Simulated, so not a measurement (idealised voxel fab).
You're looking at the process module voxel transistor to metal.
The width of the displayed cross-section, cut, is 185 nm; its cells are square, with a size of 5 nm.
Notation: cross-section as square-cell grid; stated in bands, top first, going down; one or more cell rows per band.
The band entry comprises the height of the band's top followed by the height of its bottom, expressed in nm, and subsequently the band's materials from left to right, each stated together with its width in nm. Where a single material is marked with the word "throughout", that material fills the band from edge to edge. The word "empty" represents empty space.
We count height from 0. Below that, the starting wafer is all one material. The lowest band never ends at the bottom but goes on down; see "0..down" for how that is written.
You'd read "30..40" like this: the band's top row of cells is as wide as the first number, its bottom row is as wide as the second, and going down, every row changes width by the same amount as the row before did.
Basically "remained the same" means that step didn't change any cell in the cross-section.
Look at "Trapped voids" for the closed voids: empty spaces with no open path to the top, sized 8 cells or up. Each is width x height at distance, distance from the left edge, all nm.
Text after the settings on a step's line: the simulator's own remark on that step.
A step line may carry the setting "overlay nm", which, for steps involving a mask, states the distance by which the mask lay to the right of its intended position; negative values denote displacement to the left.
Below is the list of planned process steps
- 1: RECEIVE: material Si
- 2: OXIDIZE: depth nm 5
- 3: CONFORMAL_DEP: material SiN, thk nm 10
- 4: MASKED_ETCH: tone cover, mask id ACTIVE, width nm 115, etch materials SiN, depth nm 10, overlay nm 0
- 5: MASKED_ETCH: tone cover, mask id ACTIVE, width nm 115, etch materials SiO2, depth nm 5, overlay nm 0
- 6: MASKED_ETCH: tone cover, mask id ACTIVE, width nm 115, etch materials Si, depth nm 35, overlay nm 0
- 7: OXIDIZE: depth nm 5
- 8: FILL_DEP: material SiO2, thk nm 10
- 9: CMP: height nm 10
- 10: SELECTIVE_ETCH: etch materials SiO2, depth nm 10
- 11: STRIP: etch materials SiN
- 12: SELECTIVE_ETCH: etch materials SiO2, depth nm 5
- 13: OXIDIZE: depth nm 5
- 14: DIRECTIONAL_DEP: material polySi, thk nm 25
- 15: DIRECTIONAL_DEP: material SiCN, thk nm 15
- 16: PATTERN: tone cover, mask id GATE, material resist, width nm 35, thk nm 20, overlay nm 0
- 17: DIRECTIONAL_ETCH: etch materials SiCN, depth nm 25
- 18: DIRECTIONAL_ETCH: etch materials polySi, depth nm 35
- 19: STRIP: etch materials resist
- 20: CONFORMAL_DEP: material SiN, thk nm 10
- 21: DIRECTIONAL_ETCH: etch materials SiN, depth nm 10
- 22: DIRECTIONAL_ETCH: etch materials SiO2, depth nm 5
- 23: DIRECTIONAL_ETCH: etch materials Si, depth nm 15
- 24: EPI: material pSi, thk nm 15
- 25: FILL_DEP: material SiO2, thk nm 10
- 26: CMP: height nm 20
- 27: STRIP: etch materials polySi
- 28: SELECTIVE_ETCH: etch materials SiO2, depth nm 5
- 29: CONFORMAL_DEP: material HfO2, thk nm 5
- 30: CONFORMAL_DEP: material TiN, thk nm 5
- 31: FILL_DEP: material W, thk nm 10
- 32: CMP: height nm 15
- 33: DIRECTIONAL_DEP: material SiO2, thk nm 10
- 34: PATTERN: tone open, mask id CONTACT, material resist, width nm 15, pitch nm 80, thk nm 20, overlay nm 0
- 35: DIRECTIONAL_ETCH: etch materials SiO2, depth nm 35
- 36: STRIP: etch materials resist
- 37: CONFORMAL_DEP: material TiN, thk nm 5
- 38: FILL_DEP: material W, thk nm 5
- 39: CMP: height nm 25
- 40: CONFORMAL_DEP: material SiN, thk nm 5
- 41: DIRECTIONAL_DEP: material SiO2, thk nm 15
- 42: MASKED_ETCH: tone open, mask id METAL_1, width nm 15, pitch nm 80, etch materials SiO2, depth nm 15, overlay nm 0
- 43: MASKED_ETCH: tone open, mask id METAL_1, width nm 15, pitch nm 80, etch materials SiN, depth nm 5, overlay nm 0
- 44: CONFORMAL_DEP: material TiN, thk nm 5
- 45: FILL_DEP: material Cu, thk nm 10
- 46: CMP: height nm 45
- 47: CONFORMAL_DEP: material SiCN, thk nm 5
- 48: DIRECTIONAL_DEP: material SiO2, thk nm 30
- 49: MASKED_ETCH: tone open, mask id METAL_2, width nm 15, pitch nm 80, etch materials SiO2, depth nm 20, overlay nm 0
- 50: PATTERN: tone open, mask id METAL_2_HOLES, material resist, width nm 15, pitch nm 80, thk nm 20, overlay nm 0
- 51: DIRECTIONAL_ETCH: etch materials SiO2, depth nm 10
- 52: DIRECTIONAL_ETCH: etch materials SiCN, depth nm 5
- 53: STRIP: etch materials resist
- 54: CONFORMAL_DEP: material TiN, thk nm 5
- 55: FILL_DEP: material Cu, thk nm 10
- 56: CMP: height nm 80
- 57: CONFORMAL_DEP: material SiN, thk nm 5
The first wafer of two, processed as planned
Wafer cross-section on receipt, i.e. after step 1
  0..down  Si throughout
  Trapped voids: none
Step 2 done - wafer cross-section
  0..-5  SiO2 throughout
  Whatever lies below -5 is exactly as it was before.
Step 3 done - wafer cross-section
  10..0  SiN throughout
  Whatever lies below 0 is exactly as it was before.
Step 4 done - wafer cross-section
  10..0  empty: 35; SiN: 115; empty: 35
  Whatever lies below 0 is exactly as it was before.
Step 5 done - wafer cross-section
  10..0  empty: 35; SiN: 115; empty: 35
  0..-5  empty: 35; SiO2: 115; empty: 35
  Whatever lies below -5 is exactly as it was before.
Step 6 done - wafer cross-section
  10..0  empty: 35; SiN: 115; empty: 35
  0..-5  empty: 35; SiO2: 115; empty: 35
  -5..-40  empty: 35; Si: 115; empty: 35
  Whatever lies below -40 is exactly as it was before.
Step 7 done - wafer cross-section
  10..0  empty: 35; SiN: 115; empty: 35
  0..-5  empty: 35; SiO2: 115; empty: 35
  -5..-40  empty: 35; SiO2: 5; Si: 105; SiO2: 5; empty: 35
  -40..-45  SiO2: 40; Si: 105; SiO2: 40
  Whatever lies below -45 is exactly as it was before.
Step 8 done - wafer cross-section
  20..10  SiO2 throughout
  10..0  SiO2: 35; SiN: 115; SiO2: 35
  0..-5  SiO2 throughout
  -5..-45  SiO2: 40; Si: 105; SiO2: 40
  Whatever lies below -45 is exactly as it was before.
Step 9 done - wafer cross-section
  10..0  SiO2: 35; SiN: 115; SiO2: 35
  Whatever lies below 0 is exactly as it was before.
Step 10 done - wafer cross-section
  10..0  empty: 35; SiN: 115; empty: 35
  Whatever lies below 0 is exactly as it was before.
Step 11 done - wafer cross-section
  0..-5  SiO2 throughout
  Whatever lies below -5 is exactly as it was before.
Step 12 done - wafer cross-section
  -5..-45  SiO2: 40; Si: 105; SiO2: 40
  Whatever lies below -45 is exactly as it was before.
Step 13 done - wafer cross-section
  -5..-10  SiO2 throughout
  Whatever lies below -10 is exactly as it was before.
Step 14 done - wafer cross-section
  20..-5  polySi throughout
  Whatever lies below -5 is exactly as it was before.
Step 15 done - wafer cross-section
  35..20  SiCN throughout
  Whatever lies below 20 is exactly as it was before.
Step 16 done - wafer cross-section
  55..35  empty: 75; resist: 35; empty: 75
  Whatever lies below 35 is exactly as it was before.
Step 17 done - wafer cross-section
  55..35  empty: 75; resist: 35; empty: 75
  35..20  empty: 75; SiCN: 35; empty: 75
  Whatever lies below 20 is exactly as it was before.
Step 18 done - wafer cross-section
  55..35  empty: 75; resist: 35; empty: 75
  35..20  empty: 75; SiCN: 35; empty: 75
  20..-5  empty: 75; polySi: 35; empty: 75
  Whatever lies below -5 is exactly as it was before.
Step 19 done - wafer cross-section
  35..20  empty: 75; SiCN: 35; empty: 75
  Whatever lies below 20 is exactly as it was before.
Step 20 done - wafer cross-section
  45..35  empty: 65; SiN: 55; empty: 65
  35..20  empty: 65; SiN: 10; SiCN: 35; SiN: 10; empty: 65
  20..5  empty: 65; SiN: 10; polySi: 35; SiN: 10; empty: 65
  5..-5  SiN: 75; polySi: 35; SiN: 75
  Whatever lies below -5 is exactly as it was before.
Step 21 done - wafer cross-section
  35..20  empty: 65; SiN: 10; SiCN: 35; SiN: 10; empty: 65
  20..-5  empty: 65; SiN: 10; polySi: 35; SiN: 10; empty: 65
  Whatever lies below -5 is exactly as it was before.
Step 22 done - wafer cross-section
  35..20  empty: 65; SiN: 10; SiCN: 35; SiN: 10; empty: 65
  20..-5  empty: 65; SiN: 10; polySi: 35; SiN: 10; empty: 65
  -5..-10  empty: 65; SiO2: 55; empty: 65
  Whatever lies below -10 is exactly as it was before.
Step 23 done - wafer cross-section
  35..20  empty: 65; SiN: 10; SiCN: 35; SiN: 10; empty: 65
  20..-5  empty: 65; SiN: 10; polySi: 35; SiN: 10; empty: 65
  -5..-10  empty: 65; SiO2: 55; empty: 65
  -10..-25  SiO2: 40; empty: 25; Si: 55; empty: 25; SiO2: 40
  Whatever lies below -25 is exactly as it was before.
Step 24 done - wafer cross-section
  35..20  empty: 65; SiN: 10; SiCN: 35; SiN: 10; empty: 65
  20..5  empty: 65; SiN: 10; polySi: 35; SiN: 10; empty: 65
  5..-5  empty: 50; pSi: 15; SiN: 10; polySi: 35; SiN: 10; pSi: 15; empty: 50
  -5..-10  empty: 50; pSi: 15; SiO2: 55; pSi: 15; empty: 50
  -10..-25  SiO2: 40; pSi: 25; Si: 55; pSi: 25; SiO2: 40
  Whatever lies below -25 is exactly as it was before.
Step 25 done - wafer cross-section
  45..35  SiO2 throughout
  35..20  SiO2: 65; SiN: 10; SiCN: 35; SiN: 10; SiO2: 65
  20..5  SiO2: 65; SiN: 10; polySi: 35; SiN: 10; SiO2: 65
  5..-5  SiO2: 50; pSi: 15; SiN: 10; polySi: 35; SiN: 10; pSi: 15; SiO2: 50
  -5..-10  SiO2: 50; pSi: 15; SiO2: 55; pSi: 15; SiO2: 50
  Whatever lies below -10 is exactly as it was before.
Step 26 done - wafer cross-section
  20..5  SiO2: 65; SiN: 10; polySi: 35; SiN: 10; SiO2: 65
  Whatever lies below 5 is exactly as it was before.
Step 27 done - wafer cross-section
  20..5  SiO2: 65; SiN: 10; empty: 35; SiN: 10; SiO2: 65
  5..-5  SiO2: 50; pSi: 15; SiN: 10; empty: 35; SiN: 10; pSi: 15; SiO2: 50
  Whatever lies below -5 is exactly as it was before.
Step 28 done - wafer cross-section
  20..15  empty: 65; SiN: 10; empty: 35; SiN: 10; empty: 65
  15..5  SiO2: 65; SiN: 10; empty: 35; SiN: 10; SiO2: 65
  5..-5  SiO2: 50; pSi: 15; SiN: 10; empty: 35; SiN: 10; pSi: 15; SiO2: 50
  -5..-10  SiO2: 50; pSi: 15; SiO2: 5; empty: 45; SiO2: 5; pSi: 15; SiO2: 50
  Whatever lies below -10 is exactly as it was before.
Step 29 done - wafer cross-section
  25..20  empty: 60; HfO2: 20; empty: 25; HfO2: 20; empty: 60
  20..15  HfO2: 65; SiN: 10; HfO2: 5; empty: 25; HfO2: 5; SiN: 10; HfO2: 65
  15..5  SiO2: 65; SiN: 10; HfO2: 5; empty: 25; HfO2: 5; SiN: 10; SiO2: 65
  5..-5  SiO2: 50; pSi: 15; SiN: 10; HfO2: 5; empty: 25; HfO2: 5; SiN: 10; pSi: 15; SiO2: 50
  -5..-10  SiO2: 50; pSi: 15; SiO2: 5; HfO2: 45; SiO2: 5; pSi: 15; SiO2: 50
  Whatever lies below -10 is exactly as it was before.
Step 30 done - wafer cross-section
  30..25  empty: 55; TiN: 30; empty: 15; TiN: 30; empty: 55
  25..20  TiN: 60; HfO2: 20; TiN: 5; empty: 15; TiN: 5; HfO2: 20; TiN: 60
  20..15  HfO2: 65; SiN: 10; HfO2: 5; TiN: 5; empty: 15; TiN: 5; HfO2: 5; SiN: 10; HfO2: 65
  15..5  SiO2: 65; SiN: 10; HfO2: 5; TiN: 5; empty: 15; TiN: 5; HfO2: 5; SiN: 10; SiO2: 65
  5..0  SiO2: 50; pSi: 15; SiN: 10; HfO2: 5; TiN: 5; empty: 15; TiN: 5; HfO2: 5; SiN: 10; pSi: 15; SiO2: 50
  0..-5  SiO2: 50; pSi: 15; SiN: 10; HfO2: 5; TiN: 25; HfO2: 5; SiN: 10; pSi: 15; SiO2: 50
  Whatever lies below -5 is exactly as it was before.
Step 31 done - wafer cross-section
  40..30  W throughout
  30..25  W: 55; TiN: 30; W: 15; TiN: 30; W: 55
  25..20  TiN: 60; HfO2: 20; TiN: 5; W: 15; TiN: 5; HfO2: 20; TiN: 60
  20..15  HfO2: 65; SiN: 10; HfO2: 5; TiN: 5; W: 15; TiN: 5; HfO2: 5; SiN: 10; HfO2: 65
  15..5  SiO2: 65; SiN: 10; HfO2: 5; TiN: 5; W: 15; TiN: 5; HfO2: 5; SiN: 10; SiO2: 65
  5..0  SiO2: 50; pSi: 15; SiN: 10; HfO2: 5; TiN: 5; W: 15; TiN: 5; HfO2: 5; SiN: 10; pSi: 15; SiO2: 50
  Whatever lies below 0 is exactly as it was before.
Step 32 done - wafer cross-section
  15..5  SiO2: 65; SiN: 10; HfO2: 5; TiN: 5; W: 15; TiN: 5; HfO2: 5; SiN: 10; SiO2: 65
  Whatever lies below 5 is exactly as it was before.
Step 33 done - wafer cross-section
  25..15  SiO2 throughout
  Whatever lies below 15 is exactly as it was before.
Step 34 done - wafer cross-section
  45..25  resist: 45; empty: 15; resist: 65; empty: 15; resist: 45
  Whatever lies below 25 is exactly as it was before.
Step 35 done - wafer cross-section
  45..25  resist: 45; empty: 15; resist: 65; empty: 15; resist: 45
  25..15  SiO2: 45; empty: 15; SiO2: 65; empty: 15; SiO2: 45
  15..5  SiO2: 45; empty: 15; SiO2: 5; SiN: 10; HfO2: 5; TiN: 5; W: 15; TiN: 5; HfO2: 5; SiN: 10; SiO2: 5; empty: 15; SiO2: 45
  5..0  SiO2: 45; empty: 5; pSi: 15; SiN: 10; HfO2: 5; TiN: 5; W: 15; TiN: 5; HfO2: 5; SiN: 10; pSi: 15; empty: 5; SiO2: 45
  0..-5  SiO2: 45; empty: 5; pSi: 15; SiN: 10; HfO2: 5; TiN: 25; HfO2: 5; SiN: 10; pSi: 15; empty: 5; SiO2: 45
  -5..-10  SiO2: 45; empty: 5; pSi: 15; SiO2: 5; HfO2: 45; SiO2: 5; pSi: 15; empty: 5; SiO2: 45
  Whatever lies below -10 is exactly as it was before.
Step 36 done - wafer cross-section
  25..15  SiO2: 45; empty: 15; SiO2: 65; empty: 15; SiO2: 45
  Whatever lies below 15 is exactly as it was before.
Step 37 done - wafer cross-section
  30..25  TiN: 50; empty: 5; TiN: 75; empty: 5; TiN: 50
  25..15  SiO2: 45; TiN: 5; empty: 5; TiN: 5; SiO2: 65; TiN: 5; empty: 5; TiN: 5; SiO2: 45
  15..10  SiO2: 45; TiN: 5; empty: 5; TiN: 5; SiO2: 5; SiN: 10; HfO2: 5; TiN: 5; W: 15; TiN: 5; HfO2: 5; SiN: 10; SiO2: 5; TiN: 5; empty: 5; TiN: 5; SiO2: 45
  10..5  SiO2: 45; TiN: 15; SiO2: 5; SiN: 10; HfO2: 5; TiN: 5; W: 15; TiN: 5; HfO2: 5; SiN: 10; SiO2: 5; TiN: 15; SiO2: 45
  5..0  SiO2: 45; TiN: 5; pSi: 15; SiN: 10; HfO2: 5; TiN: 5; W: 15; TiN: 5; HfO2: 5; SiN: 10; pSi: 15; TiN: 5; SiO2: 45
  0..-5  SiO2: 45; TiN: 5; pSi: 15; SiN: 10; HfO2: 5; TiN: 25; HfO2: 5; SiN: 10; pSi: 15; TiN: 5; SiO2: 45
  -5..-10  SiO2: 45; TiN: 5; pSi: 15; SiO2: 5; HfO2: 45; SiO2: 5; pSi: 15; TiN: 5; SiO2: 45
  Whatever lies below -10 is exactly as it was before.
Step 38 done - wafer cross-section
  35..30  W throughout
  30..25  TiN: 50; W: 5; TiN: 75; W: 5; TiN: 50
  25..15  SiO2: 45; TiN: 5; W: 5; TiN: 5; SiO2: 65; TiN: 5; W: 5; TiN: 5; SiO2: 45
  15..10  SiO2: 45; TiN: 5; W: 5; TiN: 5; SiO2: 5; SiN: 10; HfO2: 5; TiN: 5; W: 15; TiN: 5; HfO2: 5; SiN: 10; SiO2: 5; TiN: 5; W: 5; TiN: 5; SiO2: 45
  Whatever lies below 10 is exactly as it was before.
Step 39 done - wafer cross-section
  25..15  SiO2: 45; TiN: 5; W: 5; TiN: 5; SiO2: 65; TiN: 5; W: 5; TiN: 5; SiO2: 45
  Whatever lies below 15 is exactly as it was before.
Step 40 done - wafer cross-section
  30..25  SiN throughout
  Whatever lies below 25 is exactly as it was before.
Step 41 done - wafer cross-section
  45..30  SiO2 throughout
  Whatever lies below 30 is exactly as it was before.
Step 42 done - wafer cross-section
  45..30  SiO2: 45; empty: 15; SiO2: 65; empty: 15; SiO2: 45
  Whatever lies below 30 is exactly as it was before.
Step 43 done - wafer cross-section
  45..30  SiO2: 45; empty: 15; SiO2: 65; empty: 15; SiO2: 45
  30..25  SiN: 45; empty: 15; SiN: 65; empty: 15; SiN: 45
  Whatever lies below 25 is exactly as it was before.
Step 44 done - wafer cross-section
  50..45  TiN: 50; empty: 5; TiN: 75; empty: 5; TiN: 50
  45..30  SiO2: 45; TiN: 5; empty: 5; TiN: 5; SiO2: 65; TiN: 5; empty: 5; TiN: 5; SiO2: 45
  30..25  SiN: 45; TiN: 15; SiN: 65; TiN: 15; SiN: 45
  Whatever lies below 25 is exactly as it was before.
Step 45 done - wafer cross-section
  60..50  Cu throughout
  50..45  TiN: 50; Cu: 5; TiN: 75; Cu: 5; TiN: 50
  45..30  SiO2: 45; TiN: 5; Cu: 5; TiN: 5; SiO2: 65; TiN: 5; Cu: 5; TiN: 5; SiO2: 45
  Whatever lies below 30 is exactly as it was before.
Step 46 done - wafer cross-section
  45..30  SiO2: 45; TiN: 5; Cu: 5; TiN: 5; SiO2: 65; TiN: 5; Cu: 5; TiN: 5; SiO2: 45
  Whatever lies below 30 is exactly as it was before.
Step 47 done - wafer cross-section
  50..45  SiCN throughout
  Whatever lies below 45 is exactly as it was before.
Step 48 done - wafer cross-section
  80..50  SiO2 throughout
  Whatever lies below 50 is exactly as it was before.
Step 49 done - wafer cross-section
  80..60  SiO2: 45; empty: 15; SiO2: 65; empty: 15; SiO2: 45
  Whatever lies below 60 is exactly as it was before.
Step 50 done - wafer cross-section
  100..80  resist: 45; empty: 15; resist: 65; empty: 15; resist: 45
  Whatever lies below 80 is exactly as it was before.
Step 51 done - wafer cross-section
  100..80  resist: 45; empty: 15; resist: 65; empty: 15; resist: 45
  80..50  SiO2: 45; empty: 15; SiO2: 65; empty: 15; SiO2: 45
  Whatever lies below 50 is exactly as it was before.
Step 52 done - wafer cross-section
  100..80  resist: 45; empty: 15; resist: 65; empty: 15; resist: 45
  80..50  SiO2: 45; empty: 15; SiO2: 65; empty: 15; SiO2: 45
  50..45  SiCN: 45; empty: 15; SiCN: 65; empty: 15; SiCN: 45
  Whatever lies below 45 is exactly as it was before.
Step 53 done - wafer cross-section
  80..50  SiO2: 45; empty: 15; SiO2: 65; empty: 15; SiO2: 45
  Whatever lies below 50 is exactly as it was before.
Step 54 done - wafer cross-section
  85..80  TiN: 50; empty: 5; TiN: 75; empty: 5; TiN: 50
  80..50  SiO2: 45; TiN: 5; empty: 5; TiN: 5; SiO2: 65; TiN: 5; empty: 5; TiN: 5; SiO2: 45
  50..45  SiCN: 45; TiN: 15; SiCN: 65; TiN: 15; SiCN: 45
  Whatever lies below 45 is exactly as it was before.
Step 55 done - wafer cross-section
  95..85  Cu throughout
  85..80  TiN: 50; Cu: 5; TiN: 75; Cu: 5; TiN: 50
  80..50  SiO2: 45; TiN: 5; Cu: 5; TiN: 5; SiO2: 65; TiN: 5; Cu: 5; TiN: 5; SiO2: 45
  Whatever lies below 50 is exactly as it was before.
Step 56 done - wafer cross-section
  80..50  SiO2: 45; TiN: 5; Cu: 5; TiN: 5; SiO2: 65; TiN: 5; Cu: 5; TiN: 5; SiO2: 45
  Whatever lies below 50 is exactly as it was before.
Step 57 done - wafer cross-section
  85..80  SiN throughout
  Whatever lies below 80 is exactly as it was before.
The remaining wafer, second of the two, started like the first and was run to the same plan, except that one mistake was made along the way; the two coincide through step 28, inclusive
The second wafer cut through, at the time step 29 was supposed to be finished: remained the same
The second wafer cut through, at the time step 30 was supposed to be finished
  25..20  empty: 60; TiN: 20; empty: 25; TiN: 20; empty: 60
  20..15  TiN: 65; SiN: 10; TiN: 5; empty: 25; TiN: 5; SiN: 10; TiN: 65
  15..5  SiO2: 65; SiN: 10; TiN: 5; empty: 25; TiN: 5; SiN: 10; SiO2: 65
  5..-5  SiO2: 50; pSi: 15; SiN: 10; TiN: 5; empty: 25; TiN: 5; SiN: 10; pSi: 15; SiO2: 50
  -5..-10  SiO2: 50; pSi: 15; SiO2: 5; TiN: 45; SiO2: 5; pSi: 15; SiO2: 50
  Whatever lies below -10 is exactly as it was before.
The second wafer cut through, at the time step 31 was supposed to be finished
  35..25  W throughout
  25..20  W: 60; TiN: 20; W: 25; TiN: 20; W: 60
  20..15  TiN: 65; SiN: 10; TiN: 5; W: 25; TiN: 5; SiN: 10; TiN: 65
  15..5  SiO2: 65; SiN: 10; TiN: 5; W: 25; TiN: 5; SiN: 10; SiO2: 65
  5..-5  SiO2: 50; pSi: 15; SiN: 10; TiN: 5; W: 25; TiN: 5; SiN: 10; pSi: 15; SiO2: 50
  Whatever lies below -5 is exactly as it was before.
The second wafer cut through, at the time step 32 was supposed to be finished
  15..5  SiO2: 65; SiN: 10; TiN: 5; W: 25; TiN: 5; SiN: 10; SiO2: 65
  Whatever lies below 5 is exactly as it was before.
The second wafer cut through, at the time step 33 was supposed to be finished
  25..15  SiO2 throughout
  Whatever lies below 15 is exactly as it was before.
The second wafer cut through, at the time step 34 was supposed to be finished
  45..25  resist: 45; empty: 15; resist: 65; empty: 15; resist: 45
  Whatever lies below 25 is exactly as it was before.
The second wafer cut through, at the time step 35 was supposed to be finished
  45..25  resist: 45; empty: 15; resist: 65; empty: 15; resist: 45
  25..15  SiO2: 45; empty: 15; SiO2: 65; empty: 15; SiO2: 45
  15..5  SiO2: 45; empty: 15; SiO2: 5; SiN: 10; TiN: 5; W: 25; TiN: 5; SiN: 10; SiO2: 5; empty: 15; SiO2: 45
  5..-5  SiO2: 45; empty: 5; pSi: 15; SiN: 10; TiN: 5; W: 25; TiN: 5; SiN: 10; pSi: 15; empty: 5; SiO2: 45
  -5..-10  SiO2: 45; empty: 5; pSi: 15; SiO2: 5; TiN: 45; SiO2: 5; pSi: 15; empty: 5; SiO2: 45
  Whatever lies below -10 is exactly as it was before.
The second wafer cut through, at the time step 36 was supposed to be finished
  25..15  SiO2: 45; empty: 15; SiO2: 65; empty: 15; SiO2: 45
  Whatever lies below 15 is exactly as it was before.
The second wafer cut through, at the time step 37 was supposed to be finished
  30..25  TiN: 50; empty: 5; TiN: 75; empty: 5; TiN: 50
  25..15  SiO2: 45; TiN: 5; empty: 5; TiN: 5; SiO2: 65; TiN: 5; empty: 5; TiN: 5; SiO2: 45
  15..10  SiO2: 45; TiN: 5; empty: 5; TiN: 5; SiO2: 5; SiN: 10; TiN: 5; W: 25; TiN: 5; SiN: 10; SiO2: 5; TiN: 5; empty: 5; TiN: 5; SiO2: 45
  10..5  SiO2: 45; TiN: 15; SiO2: 5; SiN: 10; TiN: 5; W: 25; TiN: 5; SiN: 10; SiO2: 5; TiN: 15; SiO2: 45
  5..-5  SiO2: 45; TiN: 5; pSi: 15; SiN: 10; TiN: 5; W: 25; TiN: 5; SiN: 10; pSi: 15; TiN: 5; SiO2: 45
  -5..-10  SiO2: 45; TiN: 5; pSi: 15; SiO2: 5; TiN: 45; SiO2: 5; pSi: 15; TiN: 5; SiO2: 45
  Whatever lies below -10 is exactly as it was before.
The second wafer cut through, at the time step 38 was supposed to be finished
  35..30  W throughout
  30..25  TiN: 50; W: 5; TiN: 75; W: 5; TiN: 50
  25..15  SiO2: 45; TiN: 5; W: 5; TiN: 5; SiO2: 65; TiN: 5; W: 5; TiN: 5; SiO2: 45
  15..10  SiO2: 45; TiN: 5; W: 5; TiN: 5; SiO2: 5; SiN: 10; TiN: 5; W: 25; TiN: 5; SiN: 10; SiO2: 5; TiN: 5; W: 5; TiN: 5; SiO2: 45
  Whatever lies below 10 is exactly as it was before.
The second wafer cut through, at the time step 39 was supposed to be finished
  25..15  SiO2: 45; TiN: 5; W: 5; TiN: 5; SiO2: 65; TiN: 5; W: 5; TiN: 5; SiO2: 45
  Whatever lies below 15 is exactly as it was before.
The second wafer cut through, at the time step 40 was supposed to be finished
  30..25  SiN throughout
  Whatever lies below 25 is exactly as it was before.
The second wafer cut through, at the time step 41 was supposed to be finished
  45..30  SiO2 throughout
  Whatever lies below 30 is exactly as it was before.
The second wafer cut through, at the time step 42 was supposed to be finished
  45..30  SiO2: 45; empty: 15; SiO2: 65; empty: 15; SiO2: 45
  Whatever lies below 30 is exactly as it was before.
The second wafer cut through, at the time step 43 was supposed to be finished
  45..30  SiO2: 45; empty: 15; SiO2: 65; empty: 15; SiO2: 45
  30..25  SiN: 45; empty: 15; SiN: 65; empty: 15; SiN: 45
  Whatever lies below 25 is exactly as it was before.
The second wafer cut through, at the time step 44 was supposed to be finished
  50..45  TiN: 50; empty: 5; TiN: 75; empty: 5; TiN: 50
  45..30  SiO2: 45; TiN: 5; empty: 5; TiN: 5; SiO2: 65; TiN: 5; empty: 5; TiN: 5; SiO2: 45
  30..25  SiN: 45; TiN: 15; SiN: 65; TiN: 15; SiN: 45
  Whatever lies below 25 is exactly as it was before.
The second wafer cut through, at the time step 45 was supposed to be finished
  60..50  Cu throughout
  50..45  TiN: 50; Cu: 5; TiN: 75; Cu: 5; TiN: 50
  45..30  SiO2: 45; TiN: 5; Cu: 5; TiN: 5; SiO2: 65; TiN: 5; Cu: 5; TiN: 5; SiO2: 45
  Whatever lies below 30 is exactly as it was before.
The second wafer cut through, at the time step 46 was supposed to be finished
  45..30  SiO2: 45; TiN: 5; Cu: 5; TiN: 5; SiO2: 65; TiN: 5; Cu: 5; TiN: 5; SiO2: 45
  Whatever lies below 30 is exactly as it was before.
The second wafer cut through, at the time step 47 was supposed to be finished
  50..45  SiCN throughout
  Whatever lies below 45 is exactly as it was before.
The second wafer cut through, at the time step 48 was supposed to be finished
  80..50  SiO2 throughout
  Whatever lies below 50 is exactly as it was before.
The second wafer cut through, at the time step 49 was supposed to be finished
  80..60  SiO2: 45; empty: 15; SiO2: 65; empty: 15; SiO2: 45
  Whatever lies below 60 is exactly as it was before.
The second wafer cut through, at the time step 50 was supposed to be finished
  100..80  resist: 45; empty: 15; resist: 65; empty: 15; resist: 45
  Whatever lies below 80 is exactly as it was before.
The second wafer cut through, at the time step 51 was supposed to be finished
  100..80  resist: 45; empty: 15; resist: 65; empty: 15; resist: 45
  80..50  SiO2: 45; empty: 15; SiO2: 65; empty: 15; SiO2: 45
  Whatever lies below 50 is exactly as it was before.
The second wafer cut through, at the time step 52 was supposed to be finished
  100..80  resist: 45; empty: 15; resist: 65; empty: 15; resist: 45
  80..50  SiO2: 45; empty: 15; SiO2: 65; empty: 15; SiO2: 45
  50..45  SiCN: 45; empty: 15; SiCN: 65; empty: 15; SiCN: 45
  Whatever lies below 45 is exactly as it was before.
The second wafer cut through, at the time step 53 was supposed to be finished
  80..50  SiO2: 45; empty: 15; SiO2: 65; empty: 15; SiO2: 45
  Whatever lies below 50 is exactly as it was before.
The second wafer cut through, at the time step 54 was supposed to be finished
  85..80  TiN: 50; empty: 5; TiN: 75; empty: 5; TiN: 50
  80..50  SiO2: 45; TiN: 5; empty: 5; TiN: 5; SiO2: 65; TiN: 5; empty: 5; TiN: 5; SiO2: 45
  50..45  SiCN: 45; TiN: 15; SiCN: 65; TiN: 15; SiCN: 45
  Whatever lies below 45 is exactly as it was before.
The second wafer cut through, at the time step 55 was supposed to be finished
  95..85  Cu throughout
  85..80  TiN: 50; Cu: 5; TiN: 75; Cu: 5; TiN: 50
  80..50  SiO2: 45; TiN: 5; Cu: 5; TiN: 5; SiO2: 65; TiN: 5; Cu: 5; TiN: 5; SiO2: 45
  Whatever lies below 50 is exactly as it was before.
The second wafer cut through, at the time step 56 was supposed to be finished
  80..50  SiO2: 45; TiN: 5; Cu: 5; TiN: 5; SiO2: 65; TiN: 5; Cu: 5; TiN: 5; SiO2: 45
  Whatever lies below 50 is exactly as it was before.
The second wafer cut through, at the time step 57 was supposed to be finished
  85..80  SiN throughout
  Whatever lies below 80 is exactly as it was before.
What was the processing mistake? skipped: plan step 29 (never run)
Count the cells at the end and the second wafer has more or fewer of some materials than the first: 17 fewer of HfO2 | 6 more of TiN | 11 more of W
